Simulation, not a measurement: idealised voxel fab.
The following is a process module called voxel ribs on slabs.
Square cell edge 5 nm, section width 145 nm, ID cut.
For the purposes of this document, a cross-section shall be understood as a grid of square cells, specified as bands listed in top-to-bottom order, each band consisting of one or more rows of cells.
What a band's entry tells you: where the top is and where the bottom is, as heights in nm, and after that what lies inside, material by material from left to right, each with its width in nm. Empty space is written as the word "air", and a single material marked with the word "everywhere" occupies the band from edge to edge.
Basically, 0 is our baseline, since under it the wafer straight out of the box is all one material. The bottom band has no lower end and keeps on going down, so it looks like "0 down".
A width given as "30 to 40" starts at the first number in the band's top row and ends at the second number in its bottom row, shifting by an equal amount at every step from row to row.
"no alteration" means the step left every cell of the cross-section as it was.
Empty spaces without an open route to the top, at least 8 cells in extent, make up the entry "Trapped void list"; each is given as width x height at distance, where the distance is measured from the left edge, and all are in nm.
Read whatever lies past the settings on a step's line as the simulator's own remark about the step.
overlay nm: mask right of planned place by this much (step with mask). Neg. = left.

## The following list gives the planned process steps
1,RECEIVE [material Si]
2,DIRECTIONAL_DEP [material SiO2] [thk nm 25]
3,DIRECTIONAL_DEP [material polySi] [thk nm 20]
4,DIRECTIONAL_DEP [material aC] [thk nm 15]
5,PATTERN [tone cover] [mask id RIB] [material resist] [width nm 30] [thk nm 30] [overlay nm 0]
6,DIRECTIONAL_ETCH [etch materials aC] [depth nm 15]
7,STRIP [etch materials resist]
8,DIRECTIONAL_ETCH [etch materials polySi] [depth nm 10]
9,STRIP [etch materials aC]
10,DIRECTIONAL_DEP [material aC] [thk nm 10]
11,PATTERN [tone cover] [mask id SLAB] [material resist] [width nm 80] [thk nm 25] [overlay nm 0]
12,DIRECTIONAL_ETCH [etch materials aC] [depth nm 10]
13,STRIP [etch materials resist]
14,DIRECTIONAL_ETCH [etch materials polySi] [depth nm 10]
15,STRIP [etch materials aC]
16,FILL_DEP [material SiO2] [thk nm 20]
17,CMP [height nm 55]
18,DIRECTIONAL_DEP [material W] [thk nm 5]
19,DIRECTIONAL_DEP [material aC] [thk nm 15]
20,PATTERN [tone cover] [mask id HEATER] [material resist] [width nm 30] [thk nm 30] [overlay nm 0]
21,DIRECTIONAL_ETCH [etch materials aC] [depth nm 15]
22,STRIP [etch materials resist]
23,DIRECTIONAL_ETCH [etch materials W] [depth nm 5]
24,STRIP [etch materials aC]
25,CONFORMAL_DEP [material SiO2] [thk nm 10]
The value of width nm given for step 20 in the plan refers to the first wafer; the wafers vary in this setting and are alike at the start.

## Step 1 complete: as-received cross-section of the first of several wafers
    0 down: Si everywhere
    Trapped void list: none

## Basically each wafer gets a line in the table, showing it at the end of the module: material by material, the cells it gained (+) or lost (-) since we got it, then its closed voids
width nm 30, +337 SiO2, +6 W, +44 polySi, Trapped void list: none
width nm 35, +337 SiO2, +7 W, +44 polySi, Trapped void list: none
width nm 40, +337 SiO2, +8 W, +44 polySi, Trapped void list: none
width nm 45, +337 SiO2, +9 W, +44 polySi, Trapped void list: none
width nm 50, +337 SiO2, +10 W, +44 polySi, Trapped void list: none
width nm 55, +337 SiO2, +11 W, +44 polySi, Trapped void list: none
